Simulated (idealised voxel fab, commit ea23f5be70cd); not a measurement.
Proc. module: voxel transistor to metal
cross-section cut | 205 nm wide | cells 5 nm
Bands, listed from the top down, are how a cross-section gets written in this document; the cross-section itself is a grid of square cells, and a band is one or more rows of them.
In this notation a band is specified by the heights of its top and bottom, in that order and in nm, after which its materials appear from left to right, each paired with its width in nm. The word "everywhere" attached to a single material means that material fills the band from edge to edge; the word "air" stands for empty space.
We count height from 0. Below that, the starting wafer is all one material. The lowest band never ends at the bottom but goes on down; see "z 0 and below" for how that is written.
Graded width ("30 to 40"): value in top row of band = first number; value in bottom row = second number; row-to-row change constant.
Reading "same as before" for a step: not a cell of the cross-section changed in it.
Closed-off voids of 8+ cells (no open route to the top) go in "Closed void catalog", written width x height at distance from the left edge, in nm.
On each step's line, the part that comes after the settings is the simulator's own comment on the step.
The optional step-line setting "overlay nm" applies to steps with a mask and quantifies how far to the right of its planned location the mask lay, a negative value indicating leftward placement.

**The process steps that were planned are listed below**
| 1 | RECEIVE, material Si |
| 2 | CONFORMAL_DEP, material SiO2, thk nm 5 |
| 3 | CONFORMAL_DEP, material SiN, thk nm 15 |
| 4 | DIRECTIONAL_DEP, material aC, thk nm 15 |
| 5 | PATTERN, tone cover, mask id ACTIVE, material resist, width nm 115, thk nm 35, overlay nm 0 |
| 6 | DIRECTIONAL_ETCH, etch materials aC, depth nm 15 |
| 7 | STRIP, etch materials resist |
| 8 | DIRECTIONAL_ETCH, etch materials SiN, depth nm 15 |
| 9 | DIRECTIONAL_ETCH, etch materials SiO2, depth nm 5 |
| 10 | DIRECTIONAL_ETCH, etch materials Si, depth nm 30 |
| 11 | STRIP, etch materials aC |
| 12 | OXIDIZE, depth nm 5 |
| 13 | FILL_DEP, material SiO2, thk nm 5 |
| 14 | CMP, height nm 20 |
| 15 | SELECTIVE_ETCH, etch materials SiO2, depth nm 15 |
| 16 | STRIP, etch materials SiN |
| 17 | SELECTIVE_ETCH, etch materials SiO2, depth nm 5 |
| 18 | OXIDIZE, depth nm 5 |
| 19 | DIRECTIONAL_DEP, material polySi, thk nm 20 |
| 20 | DIRECTIONAL_DEP, material SiCN, thk nm 15 |
| 21 | PATTERN, tone cover, mask id GATE, material resist, width nm 25, thk nm 20, overlay nm 0 |
| 22 | DIRECTIONAL_ETCH, etch materials SiCN, depth nm 25 |
| 23 | DIRECTIONAL_ETCH, etch materials polySi, depth nm 30 |
| 24 | STRIP, etch materials resist |
| 25 | CONFORMAL_DEP, material SiO2, thk nm 5 |
| 26 | DIRECTIONAL_ETCH, etch materials SiO2, depth nm 5 |
| 27 | CONFORMAL_DEP, material SiN, thk nm 5 |
| 28 | DIRECTIONAL_ETCH, etch materials SiN, depth nm 5 |
| 29 | DIRECTIONAL_ETCH, etch materials SiO2, depth nm 5 |
| 30 | DIRECTIONAL_ETCH, etch materials Si, depth nm 10 |
| 31 | EPI, material pSi, thk nm 15 |
| 32 | FILL_DEP, material SiO2, thk nm 5 |
| 33 | CMP, height nm 35 |
| 34 | DIRECTIONAL_DEP, material SiO2, thk nm 15 |
| 35 | PATTERN, tone open, mask id CONTACT, material resist, width nm 20, pitch nm 75, thk nm 20, overlay nm 0 |
| 36 | DIRECTIONAL_ETCH, etch materials SiO2, depth nm 50 |
| 37 | STRIP, etch materials resist |
| 38 | CONFORMAL_DEP, material TiN, thk nm 5 |
| 39 | FILL_DEP, material Ru, thk nm 5 |
| 40 | CMP, height nm 50 |
| 41 | CONFORMAL_DEP, material SiN, thk nm 5 |
| 42 | DIRECTIONAL_DEP, material lowk, thk nm 15 |
| 43 | PATTERN, tone open, mask id METAL_1, material resist, width nm 20, pitch nm 75, thk nm 15, overlay nm 0 |
| 44 | DIRECTIONAL_ETCH, etch materials lowk, depth nm 15 |
| 45 | DIRECTIONAL_ETCH, etch materials SiN, depth nm 5 |
| 46 | STRIP, etch materials resist |
| 47 | CONFORMAL_DEP, material TiN, thk nm 5 |
| 48 | FILL_DEP, material W, thk nm 5 |
| 49 | CMP, height nm 70 |
| 50 | CONFORMAL_DEP, material SiN, thk nm 5 |

**As received (post step 1): cross-section**
  z 0 and below = Si everywhere
  Closed void catalog: none

**Run as planned - first of the two wafers cross-sectioned at the end of the module**
  z 75 to 70 = SiN everywhere
  z 70 to 55 = lowk 55, then TiN 5, then W 10, then TiN 5, then lowk 55, then TiN 5, then W 10, then TiN 5, then lowk 55
  z 55 to 50 = SiN 55, then TiN 20, then SiN 55, then TiN 20, then SiN 55
  z 50 to 35 = SiO2 55, then TiN 5, then Ru 10, then TiN 5, then SiO2 55, then TiN 5, then Ru 10, then TiN 5, then SiO2 55
  z 35 to 20 = SiO2 55, then TiN 5, then Ru 10, then TiN 5, then SiO2 5, then SiN 5, then SiO2 5, then SiCN 25, then SiO2 5, then SiN 5, then SiO2 5, then TiN 5, then Ru 10, then TiN 5, then SiO2 55
  z 20 to 15 = SiO2 55, then TiN 5, then Ru 10, then TiN 5, then SiO2 5, then SiN 5, then SiO2 5, then polySi 25, then SiO2 5, then SiN 5, then SiO2 5, then TiN 5, then Ru 10, then TiN 5, then SiO2 55
  z 15 to 10 = SiO2 55, then TiN 20, then SiO2 5, then SiN 5, then SiO2 5, then polySi 25, then SiO2 5, then SiN 5, then SiO2 5, then TiN 20, then SiO2 55
  z 10 to 0 = SiO2 55, then TiN 10, then pSi 15, then SiN 5, then SiO2 5, then polySi 25, then SiO2 5, then SiN 5, then pSi 15, then TiN 10, then SiO2 55
  z 0 to -5 = SiO2 45, then pSi 35, then SiO2 45, then pSi 35, then SiO2 45
  z -5 to -15 = SiO2 50, then pSi 30, then Si 45, then pSi 30, then SiO2 50
  z -15 to -35 = SiO2 50, then Si 105, then SiO2 50
  z -35 and below = Si everywhere
  Closed void catalog: none

**Module end: cross-section of wafer two of two. Same start and process plan as the first wafer. One mistake during execution**
  z 75 to 70 = SiN everywhere
  z 70 to 55 = lowk 55, then TiN 5, then W 10, then TiN 5, then lowk 55, then TiN 5, then W 10, then TiN 5, then lowk 55
  z 55 to 50 = SiN 55, then TiN 20, then SiN 55, then TiN 20, then SiN 55
  z 50 to 35 = SiO2 55, then TiN 5, then Ru 10, then TiN 5, then SiO2 55, then TiN 5, then Ru 10, then TiN 5, then SiO2 55
  z 35 to 20 = SiO2 55, then TiN 5, then Ru 10, then TiN 5, then SiO2 5, then SiN 5, then SiO2 5, then SiCN 25, then SiO2 5, then SiN 5, then SiO2 5, then TiN 5, then Ru 10, then TiN 5, then SiO2 55
  z 20 to 15 = SiO2 55, then TiN 5, then Ru 10, then TiN 5, then SiO2 5, then SiN 5, then SiO2 5, then polySi 25, then SiO2 5, then SiN 5, then SiO2 5, then TiN 5, then Ru 10, then TiN 5, then SiO2 55
  z 15 to 10 = SiO2 55, then TiN 20, then SiO2 5, then SiN 5, then SiO2 5, then polySi 25, then SiO2 5, then SiN 5, then SiO2 5, then TiN 20, then SiO2 55
  z 10 to 0 = SiO2 55, then TiN 10, then pSi 15, then SiN 5, then SiO2 5, then polySi 25, then SiO2 5, then SiN 5, then pSi 15, then TiN 10, then SiO2 55
  z 0 to -5 = SiO2 35, then pSi 45, then SiO2 45, then pSi 25, then SiO2 55
  z -5 to -15 = SiO2 40, then pSi 40, then Si 45, then pSi 20, then SiO2 60
  z -15 to -35 = SiO2 40, then Si 105, then SiO2 60
  z -35 and below = Si everywhere
  Closed void catalog: none
Want to know what went wrong? step 5: run off-plan, actual operation and settings PATTERN, tone cover, mask id ACTIVE, material resist, width nm 115, thk nm 35, overlay nm -10
Both wafers, final: cells per material equal; arrangement not.
